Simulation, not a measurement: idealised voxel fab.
Process module in this document: voxel self aligned contacts
FYI the section here is cut, 200 nm wide, cells are 5 nm squares.
Cross-section, as written here: a square-cell grid given band by band from the top down, where a band holds one or more rows of cells.
Heads up on the band format: heights come first, top then bottom, in nm. After that it's the materials left to right, each with its width in nm. A single material flagged "all across" fills the whole band edge to edge, and "air" means there's empty space there.
The level at which height equals 0 is the one under which the wafer, as it arrives, is entirely one material. No lower edge exists for the bottom band, which continues downward and is notated as in "0 down".
Per-row width for "30 to 40": begins at first number (top row of band), ends at second number (bottom row), increment between rows held constant.
Any step labelled "nothing changed" changed none of the cells in the cross-section.
Look at "Closed void inventory" for the closed voids: empty spaces with no open path to the top, sized 8 cells or up. Each is width x height at distance, distance from the left edge, all nm.
Heads up: the bit after the settings on a step's line is the simulator's remark on that step.
overlay nm: mask right of planned place by this much (step with mask). Neg. = left.

## Listed below are the process steps as planned
1 RECEIVE with material Si
2 OXIDIZE with depth nm 5
3 DIRECTIONAL_DEP with material polySi, thk nm 25
4 DIRECTIONAL_DEP with material SiN, thk nm 20
5 MASKED_ETCH with tone cover, mask id GATE, width nm 25, pitch nm 70, etch materials SiN, depth nm 20, overlay nm 0
6 MASKED_ETCH with tone cover, mask id GATE, width nm 25, pitch nm 70, etch materials polySi, depth nm 25, overlay nm 0
7 CONFORMAL_DEP with material SiN, thk nm 10
8 DIRECTIONAL_ETCH with etch materials SiN, depth nm 10
9 FILL_DEP with material SiO2, thk nm 15
10 CMP with height nm 55
11 DIRECTIONAL_DEP with material aC, thk nm 10
12 PATTERN with tone open, mask id CONTACT, material resist, width nm 55, pitch nm 70, thk nm 25, overlay nm 0
13 DIRECTIONAL_ETCH with etch materials aC, depth nm 10
14 STRIP with etch materials resist
15 DIRECTIONAL_ETCH with etch materials SiO2, depth nm 60
16 STRIP with etch materials aC
17 CONFORMAL_DEP with material TiN, thk nm 5
18 FILL_DEP with material W, thk nm 5
19 CMP with height nm 55
20 CONFORMAL_DEP with material SiCN, thk nm 5

## First of the two wafers, run per plan

## Wafer as received: cross-section following step 1
  0 down  Si all across
  Closed void inventory: none

## Once step 2 is through, the wafer looks like this in cross-section
  0 to -5  SiO2 all across
  Unchanged below -5.

## Once step 3 is through, the wafer looks like this in cross-section
  25 to 0  polySi all across
  Unchanged below 0.

## Once step 4 is through, the wafer looks like this in cross-section
  45 to 25  SiN all across
  Unchanged below 25.

## Once step 5 is through, the wafer looks like this in cross-section
  45 to 25  15 nm air, 25 nm SiN, 45 nm air, 25 nm SiN, 45 nm air, 25 nm SiN, 20 nm air
  Unchanged below 25.

## Once step 6 is through, the wafer looks like this in cross-section
  45 to 25  15 nm air, 25 nm SiN, 45 nm air, 25 nm SiN, 45 nm air, 25 nm SiN, 20 nm air
  25 to 0  15 nm air, 25 nm polySi, 45 nm air, 25 nm polySi, 45 nm air, 25 nm polySi, 20 nm air
  Unchanged below 0.

## Once step 7 is through, the wafer looks like this in cross-section
  55 to 25  5 nm air, 45 nm SiN, 25 nm air, 45 nm SiN, 25 nm air, 45 nm SiN, 10 nm air
  25 to 10  5 nm air, 10 nm SiN, 25 nm polySi, 10 nm SiN, 25 nm air, 10 nm SiN, 25 nm polySi, 10 nm SiN, 25 nm air, 10 nm SiN, 25 nm polySi, 10 nm SiN, 10 nm air
  10 to 0  15 nm SiN, 25 nm polySi, 45 nm SiN, 25 nm polySi, 45 nm SiN, 25 nm polySi, 20 nm SiN
  Unchanged below 0.

## Once step 8 is through, the wafer looks like this in cross-section
  45 to 25  5 nm air, 45 nm SiN, 25 nm air, 45 nm SiN, 25 nm air, 45 nm SiN, 10 nm air
  25 to 0  5 nm air, 10 nm SiN, 25 nm polySi, 10 nm SiN, 25 nm air, 10 nm SiN, 25 nm polySi, 10 nm SiN, 25 nm air, 10 nm SiN, 25 nm polySi, 10 nm SiN, 10 nm air
  Unchanged below 0.

## Once step 9 is through, the wafer looks like this in cross-section
  60 to 45  SiO2 all across
  45 to 25  5 nm SiO2, 45 nm SiN, 25 nm SiO2, 45 nm SiN, 25 nm SiO2, 45 nm SiN, 10 nm SiO2
  25 to 0  5 nm SiO2, 10 nm SiN, 25 nm polySi, 10 nm SiN, 25 nm SiO2, 10 nm SiN, 25 nm polySi, 10 nm SiN, 25 nm SiO2, 10 nm SiN, 25 nm polySi, 10 nm SiN, 10 nm SiO2
  Unchanged below 0.

## Once step 10 is through, the wafer looks like this in cross-section
  55 to 45  SiO2 all across
  Unchanged below 45.

## Once step 11 is through, the wafer looks like this in cross-section
  65 to 55  aC all across
  Unchanged below 55.

## Once step 12 is through, the wafer looks like this in cross-section
  90 to 65  35 nm resist, 55 nm air, 15 nm resist, 55 nm air, 40 nm resist
  Unchanged below 65.

## Once step 13 is through, the wafer looks like this in cross-section
  80 to 65  35 nm resist, 55 nm air, 15 nm resist, 55 nm air, 40 nm resist
  65 to 55  35 nm aC, 55 nm air, 15 nm aC, 55 nm air, 40 nm aC
  Unchanged below 55.

## Once step 14 is through, the wafer looks like this in cross-section
  65 to 55  35 nm aC, 55 nm air, 15 nm aC, 55 nm air, 40 nm aC
  Unchanged below 55.

## Once step 15 is through, the wafer looks like this in cross-section
  65 to 55  35 nm aC, 55 nm air, 15 nm aC, 55 nm air, 40 nm aC
  55 to 45  35 nm SiO2, 55 nm air, 15 nm SiO2, 55 nm air, 40 nm SiO2
  45 to 25  5 nm SiO2, 45 nm SiN, 25 nm air, 45 nm SiN, 25 nm air, 45 nm SiN, 10 nm SiO2
  25 to 0  5 nm SiO2, 10 nm SiN, 25 nm polySi, 10 nm SiN, 25 nm air, 10 nm SiN, 25 nm polySi, 10 nm SiN, 25 nm air, 10 nm SiN, 25 nm polySi, 10 nm SiN, 10 nm SiO2
  0 to -5  50 nm SiO2, 25 nm air, 45 nm SiO2, 25 nm air, 55 nm SiO2
  Unchanged below -5.

## Once step 16 is through, the wafer looks like this in cross-section
  55 to 45  35 nm SiO2, 55 nm air, 15 nm SiO2, 55 nm air, 40 nm SiO2
  Unchanged below 45.

## Once step 17 is through, the wafer looks like this in cross-section
  60 to 55  40 nm TiN, 45 nm air, 25 nm TiN, 45 nm air, 45 nm TiN
  55 to 45  35 nm SiO2, 5 to 20 nm TiN, 45 to 15 nm air, 5 to 20 nm TiN, 15 nm SiO2, 5 to 20 nm TiN, 45 to 15 nm air, 5 to 20 nm TiN, 40 nm SiO2
  45 to 25  5 nm SiO2, 45 nm SiN, 5 nm TiN, 15 nm air, 5 nm TiN, 45 nm SiN, 5 nm TiN, 15 nm air, 5 nm TiN, 45 nm SiN, 10 nm SiO2
  25 to 0  5 nm SiO2, 10 nm SiN, 25 nm polySi, 10 nm SiN, 5 nm TiN, 15 nm air, 5 nm TiN, 10 nm SiN, 25 nm polySi, 10 nm SiN, 5 nm TiN, 15 nm air, 5 nm TiN, 10 nm SiN, 25 nm polySi, 10 nm SiN, 10 nm SiO2
  0 to -5  50 nm SiO2, 25 nm TiN, 45 nm SiO2, 25 nm TiN, 55 nm SiO2
  Unchanged below -5.

## Once step 18 is through, the wafer looks like this in cross-section
  65 to 60  W all across
  60 to 55  40 nm TiN, 45 nm W, 25 nm TiN, 45 nm W, 45 nm TiN
  55 to 45  35 nm SiO2, 5 to 20 nm TiN, 45 to 15 nm W, 5 to 20 nm TiN, 15 nm SiO2, 5 to 20 nm TiN, 45 to 15 nm W, 5 to 20 nm TiN, 40 nm SiO2
  45 to 25  5 nm SiO2, 45 nm SiN, 5 nm TiN, 15 nm W, 5 nm TiN, 45 nm SiN, 5 nm TiN, 15 nm W, 5 nm TiN, 45 nm SiN, 10 nm SiO2
  25 to 0  5 nm SiO2, 10 nm SiN, 25 nm polySi, 10 nm SiN, 5 nm TiN, 15 nm W, 5 nm TiN, 10 nm SiN, 25 nm polySi, 10 nm SiN, 5 nm TiN, 15 nm W, 5 nm TiN, 10 nm SiN, 25 nm polySi, 10 nm SiN, 10 nm SiO2
  Unchanged below 0.

## Once step 19 is through, the wafer looks like this in cross-section
  55 to 45  35 nm SiO2, 5 to 20 nm TiN, 45 to 15 nm W, 5 to 20 nm TiN, 15 nm SiO2, 5 to 20 nm TiN, 45 to 15 nm W, 5 to 20 nm TiN, 40 nm SiO2
  Unchanged below 45.

## Once step 20 is through, the wafer looks like this in cross-section
  60 to 55  SiCN all across
  Unchanged below 55.

## Second wafer, same starting state and plan as the first, one mistake in the run, identical through step 3

## Second wafer cross-section, taken as of the time the plan sets for step 4 to be done
  50 to 25  SiN all across
  Unchanged below 25.

## Second wafer cross-section, taken as of the time the plan sets for step 5 to be done
  50 to 30  15 nm air, 25 nm SiN, 45 nm air, 25 nm SiN, 45 nm air, 25 nm SiN, 20 nm air
  Unchanged below 30.

Second wafer cross-section, taken as of the time the plan sets for step 6 to be done: nothing changed

## Second wafer cross-section, taken as of the time the plan sets for step 7 to be done
  60 to 40  5 nm air, 45 nm SiN, 25 nm air, 45 nm SiN, 25 nm air, 45 nm SiN, 10 nm air
  40 to 25  SiN all across
  Unchanged below 25.

## Second wafer cross-section, taken as of the time the plan sets for step 8 to be done
  50 to 30  5 nm air, 45 nm SiN, 25 nm air, 45 nm SiN, 25 nm air, 45 nm SiN, 10 nm air
  Unchanged below 30.

## Second wafer cross-section, taken as of the time the plan sets for step 9 to be done
  65 to 50  SiO2 all across
  50 to 30  5 nm SiO2, 45 nm SiN, 25 nm SiO2, 45 nm SiN, 25 nm SiO2, 45 nm SiN, 10 nm SiO2
  Unchanged below 30.

## Second wafer cross-section, taken as of the time the plan sets for step 10 to be done
  55 to 50  SiO2 all across
  Unchanged below 50.

## Second wafer cross-section, taken as of the time the plan sets for step 11 to be done
  65 to 55  aC all across
  Unchanged below 55.

## Second wafer cross-section, taken as of the time the plan sets for step 12 to be done
  90 to 65  35 nm resist, 55 nm air, 15 nm resist, 55 nm air, 40 nm resist
  Unchanged below 65.

## Second wafer cross-section, taken as of the time the plan sets for step 13 to be done
  80 to 65  35 nm resist, 55 nm air, 15 nm resist, 55 nm air, 40 nm resist
  65 to 55  35 nm aC, 55 nm air, 15 nm aC, 55 nm air, 40 nm aC
  Unchanged below 55.

## Second wafer cross-section, taken as of the time the plan sets for step 14 to be done
  65 to 55  35 nm aC, 55 nm air, 15 nm aC, 55 nm air, 40 nm aC
  Unchanged below 55.

## Second wafer cross-section, taken as of the time the plan sets for step 15 to be done
  65 to 55  35 nm aC, 55 nm air, 15 nm aC, 55 nm air, 40 nm aC
  55 to 50  35 nm SiO2, 55 nm air, 15 nm SiO2, 55 nm air, 40 nm SiO2
  50 to 30  5 nm SiO2, 45 nm SiN, 25 nm air, 45 nm SiN, 25 nm air, 45 nm SiN, 10 nm SiO2
  Unchanged below 30.

## Second wafer cross-section, taken as of the time the plan sets for step 16 to be done
  55 to 50  35 nm SiO2, 55 nm air, 15 nm SiO2, 55 nm air, 40 nm SiO2
  Unchanged below 50.

## Second wafer cross-section, taken as of the time the plan sets for step 17 to be done
  60 to 55  40 nm TiN, 45 nm air, 25 nm TiN, 45 nm air, 45 nm TiN
  55 to 50  35 nm SiO2, 20 nm TiN, 15 nm air, 20 nm TiN, 15 nm SiO2, 20 nm TiN, 15 nm air, 20 nm TiN, 40 nm SiO2
  50 to 35  5 nm SiO2, 45 nm SiN, 5 nm TiN, 15 nm air, 5 nm TiN, 45 nm SiN, 5 nm TiN, 15 nm air, 5 nm TiN, 45 nm SiN, 10 nm SiO2
  35 to 30  5 nm SiO2, 45 nm SiN, 25 nm TiN, 45 nm SiN, 25 nm TiN, 45 nm SiN, 10 nm SiO2
  Unchanged below 30.

## Second wafer cross-section, taken as of the time the plan sets for step 18 to be done
  65 to 60  W all across
  60 to 55  40 nm TiN, 45 nm W, 25 nm TiN, 45 nm W, 45 nm TiN
  55 to 50  35 nm SiO2, 20 nm TiN, 15 nm W, 20 nm TiN, 15 nm SiO2, 20 nm TiN, 15 nm W, 20 nm TiN, 40 nm SiO2
  50 to 35  5 nm SiO2, 45 nm SiN, 5 nm TiN, 15 nm W, 5 nm TiN, 45 nm SiN, 5 nm TiN, 15 nm W, 5 nm TiN, 45 nm SiN, 10 nm SiO2
  Unchanged below 35.

## Second wafer cross-section, taken as of the time the plan sets for step 19 to be done
  55 to 50  35 nm SiO2, 20 nm TiN, 15 nm W, 20 nm TiN, 15 nm SiO2, 20 nm TiN, 15 nm W, 20 nm TiN, 40 nm SiO2
  Unchanged below 50.

## Second wafer cross-section, taken as of the time the plan sets for step 20 to be done
  60 to 55  SiCN all across
  Unchanged below 55.
Deviation from plan: note that step 4 departed from the planned setting and was carried out as DIRECTIONAL_DEP with material SiN, thk nm 25
Count the cells at the end and the second wafer has more or fewer of some materials than the first: SiN: 20 fewer, SiO2: 23 fewer, TiN: 28 fewer, W: 54 fewer, polySi: 125 more
